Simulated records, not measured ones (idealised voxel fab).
Process module heading - voxel transistor to metal
This is section cut - it's 190 nm across, gridded in 5 nm square cells.
Cross-sections here: square-cell grids, written as top-down lists of bands, a band being one or more rows of cells.
Heights first: top, then bottom, in nm. Then materials, left to right, each with a width in nm. "everywhere" on a single material: fills the band edge to edge. "empty": empty space.
Height is counted from the level 0, under which the received wafer is composed throughout of one material. The lowest of the bands is not closed at the bottom but continues downward, in the notation "from 0 down".
Width spec "30 to 40" -> top row of cells at first value, bottom row at second value, equal per-row change in between.
"left unchanged" (step): cross-section cells unchanged, all of them.
"Sealed cavities" means: voids of 8 cells or more that are shut off from the top with no open way through. Written width x height at distance, distance from the left edge, in nm.
It should be noted that, on the line of a given step, the content following the step's settings is a remark produced by the simulator itself with respect to that step.
"overlay nm" answers the question of how far to the right of plan the mask lay on a step that has a mask, and when it is negative the answer is to the left.

## The steps planned for the process are as follows
1: RECEIVE, material Si
2: CONFORMAL_DEP, material SiO2, thk nm 5
3: CONFORMAL_DEP, material SiN, thk nm 10
4: DIRECTIONAL_DEP, material aC, thk nm 10
5: PATTERN, tone cover, mask id ACTIVE, material resist, width nm 85, thk nm 30, overlay nm 0
6: DIRECTIONAL_ETCH, etch materials aC, depth nm 10
7: STRIP, etch materials resist
8: DIRECTIONAL_ETCH, etch materials SiN, depth nm 10
9: DIRECTIONAL_ETCH, etch materials SiO2, depth nm 5
10: DIRECTIONAL_ETCH, etch materials Si, depth nm 30
11: STRIP, etch materials aC
12: FILL_DEP, material SiO2, thk nm 10
13: CMP, height nm 15
14: SELECTIVE_ETCH, etch materials SiO2, depth nm 5
15: STRIP, etch materials SiN
16: SELECTIVE_ETCH, etch materials SiO2, depth nm 5
17: OXIDIZE, depth nm 5
18: DIRECTIONAL_DEP, material polySi, thk nm 25
19: DIRECTIONAL_DEP, material SiCN, thk nm 15
20: MASKED_ETCH, tone cover, mask id GATE, width nm 15, etch materials SiCN, depth nm 25, overlay nm 0
21: MASKED_ETCH, tone cover, mask id GATE, width nm 15, etch materials polySi, depth nm 35, overlay nm 0
22: CONFORMAL_DEP, material SiN, thk nm 5
23: DIRECTIONAL_ETCH, etch materials SiN, depth nm 5
24: DIRECTIONAL_ETCH, etch materials SiO2, depth nm 5
25: EPI, material nSi, thk nm 5
26: FILL_DEP, material SiO2, thk nm 10
27: CMP, height nm 40
28: DIRECTIONAL_DEP, material SiO2, thk nm 10
29: DIRECTIONAL_DEP, material aC, thk nm 10
30: PATTERN, tone open, mask id CONTACT, material resist, width nm 25, pitch nm 50, thk nm 30, overlay nm 0
31: DIRECTIONAL_ETCH, etch materials aC, depth nm 10
32: STRIP, etch materials resist
33: DIRECTIONAL_ETCH, etch materials SiO2, depth nm 50
34: STRIP, etch materials aC
35: CONFORMAL_DEP, material TiN, thk nm 5
36: FILL_DEP, material W, thk nm 5
37: CMP, height nm 50
38: CONFORMAL_DEP, material SiN, thk nm 5
39: DIRECTIONAL_DEP, material lowk, thk nm 25
40: PATTERN, tone open, mask id METAL_1, material resist, width nm 15, pitch nm 60, thk nm 20, overlay nm 0
41: DIRECTIONAL_ETCH, etch materials lowk, depth nm 25
42: DIRECTIONAL_ETCH, etch materials SiN, depth nm 5
43: STRIP, etch materials resist
44: CONFORMAL_DEP, material TiN, thk nm 5
45: FILL_DEP, material Ru, thk nm 5
46: CMP, height nm 80
47: CONFORMAL_DEP, material SiCN, thk nm 5

## Cross-section of the incoming wafer, state after step 1
* from 0 down: Si everywhere
* Sealed cavities: none

## Result of the module, cross-sectioned: start per above, plan per above, one error in how it was run
* from 85 to 80: SiCN everywhere
* from 80 to 55: lowk 55, TiN 5, Ru 5, TiN 5, lowk 45, TiN 5, Ru 5, TiN 5, lowk 60
* from 55 to 50: SiN 55, TiN 15, SiN 45, TiN 15, SiN 60
* from 50 to 40: SiO2 55, TiN 5, W 15, TiN 5, SiO2 25, TiN 5, W 15, TiN 5, SiO2 60
* from 40 to 30: SiO2 55, TiN 5, W 15, TiN 5, SiN 5, SiCN 15, SiN 5, TiN 5, W 15, TiN 5, SiO2 60
* from 30 to 25: SiO2 55, TiN 5, W 10, TiN 10, SiN 5, SiCN 15, SiN 5, TiN 10, W 10, TiN 5, SiO2 60
* from 25 to 5: SiO2 55, TiN 5, W 10, TiN 5, SiN 5, polySi 25, SiN 5, TiN 5, W 10, TiN 5, SiO2 60
* from 5 to 0: SiO2 45, SiN 5, SiO2 5, TiN 20, SiN 5, polySi 25, SiN 5, TiN 20, SiO2 5, SiN 5, SiO2 50
* from 0 to -5: SiO2 50, nSi 25, SiO2 35, nSi 25, SiO2 55
* from -5 to -30: SiO2 50, Si 85, SiO2 55
* from -30 down: Si everywhere
* Sealed cavities: none
What broke from the plan during processing? for step 21, the planned setting was not used; the step was instead run as MASKED_ETCH, tone cover, mask id GATE, width nm 25, etch materials polySi, depth nm 35, overlay nm 0
